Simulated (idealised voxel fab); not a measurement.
This section sets out a process module, namely voxel lift off.
Shown is cross-section cut, with a width of 275 nm and square cells of size 5 nm.
Cross-section format: a grid of square cells, given as bands from top to bottom; each band is one or more rows of cells. Heads up on the band format: heights come first, top then bottom, in nm. After that it's the materials left to right, each with its width in nm. A single material flagged "everywhere" fills the whole band edge to edge, and "blank" means there's empty space there. Ref level 0: as-received wafer is one material below here. Bottom band extends down with no lower bound ("top 0, no bottom"). The width entry "30->40" should be interpreted row by row: the top row of cells in the band takes the first number, the bottom row takes the second number, and the change between adjacent rows is uniform throughout. Step note "remains unaltered" = no cross-section cell changed. So "Closed void listing" is basically the list of trapped voids: any empty space of 8 cells or more that can't reach the top through an opening. They're written width x height at distance, the distance being from the left edge, and it's all nm. That trailing text on a step's line, after the settings, is the simulator's own remark on the step. For masked steps, "overlay nm" on the step line gives how far right of plan the mask actually lay; a minus sign means it lay to the left.

These are the steps we planned for the process:
1: RECEIVE with material Si
2: CONFORMAL_DEP with material SiN, thk nm 15
3: PATTERN with tone open, mask id LINES, material resist, width nm 30, pitch nm 50, thk nm 15, overlay nm 0
4: DIRECTIONAL_DEP with material Ru, thk nm 5
5: STRIP with etch materials resist
6: CONFORMAL_DEP with material SiN, thk nm 10

Cross-section: wafer on arrival = after step 1:
* top 0, no bottom | Si everywhere
* Closed void listing: none

first wafer at the end, as planned:
* top 30, bottom 25 | blank: 60; SiN: 150; blank: 65
* top 25, bottom 20 | SiN everywhere
* top 20, bottom 15 | SiN: 70; Ru: 30; SiN: 20; Ru: 30; SiN: 20; Ru: 30; SiN: 75
* top 15, bottom 0 | SiN everywhere
* top 0, no bottom | Si everywhere
* Closed void listing: none

Wafer two (of two), end-of-module cross-section: start = wafer one, plan = wafer one, one run mistake:
* top 30, bottom 25 | blank: 60; Ru: 150; blank: 65
* top 25, bottom 15 | Ru everywhere
* top 15, bottom 0 | SiN everywhere
* top 0, no bottom | Si everywhere
* Closed void listing: none
Processing error: step 6 changed vs plan, executed as CONFORMAL_DEP with material Ru, thk nm 10
Counted in cells at the end, the second wafer holds more or fewer of these materials than the first: Ru: 122 more | SiN: 122 fewer
